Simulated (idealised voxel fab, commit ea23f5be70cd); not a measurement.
process module | voxel fin reveal
cross-section cut | 295 nm wide | cells 5 nm
A cross-section is a grid of square cells, given in bands from the top down. A band is one or more rows of cells.
Each band's line starts with the height of the band's top and of its bottom, in nm. Then come its materials from left to right, each with its width in nm. One material with "throughout" fills the band from edge to edge. "air" is empty space.
Height 0 is the level under which the wafer as received is all one material. The lowest band goes on downwards, as in "0 down".
A width such as "30 to 40" changes by the same amount from each row of cells to the next, from the band's top row to its bottom row.
"no change" after a step means that no cell of the cross-section changed.
closed voids: empty space of 8 cells or more with no open way to the top, each as width x height at its distance from the left edge, in nm
after a step's settings: what the simulator itself notes on the step
overlay nm, on a step with a mask: how far to the right of its planned place the mask lay; to the left if negative
plan
1 op RECEIVE | material Si
2 op CONFORMAL_DEP | material SiN | thk nm 5
3 op PATTERN | tone cover | mask id FINS | material resist | width nm 15 | pitch nm 35 | thk nm 15 | overlay nm 0
4 op DIRECTIONAL_ETCH | etch materials SiN | depth nm 5
5 op DIRECTIONAL_ETCH | etch materials Si | depth nm 35
6 op STRIP | etch materials resist
7 op FILL_DEP | material SiO2 | thk nm 15
8 op CMP | height nm 5
9 op SELECTIVE_ETCH | etch materials SiO2 | depth nm 25
10 op STRIP | etch materials SiN
11 op CONFORMAL_DEP | material HfO2 | thk nm 5
as received, after step 1
  0 down: Si throughout
  closed voids: none
a wafer at the end: this start, this plan, one mistake
  10 to 5: HfO2 90 | air 5 | HfO2 30 | air 5 | HfO2 30 | air 5 | HfO2 30 | air 5 | HfO2 95
  5 to 0: HfO2 throughout
  0 to -35: HfO2 85 | Si 15 | HfO2 20 | Si 15 | HfO2 20 | Si 15 | HfO2 20 | Si 15 | HfO2 90
  -35 down: Si throughout
  closed voids: none
what went wrong: step 7 ran as: op FILL_DEP | material HfO2 | thk nm 15
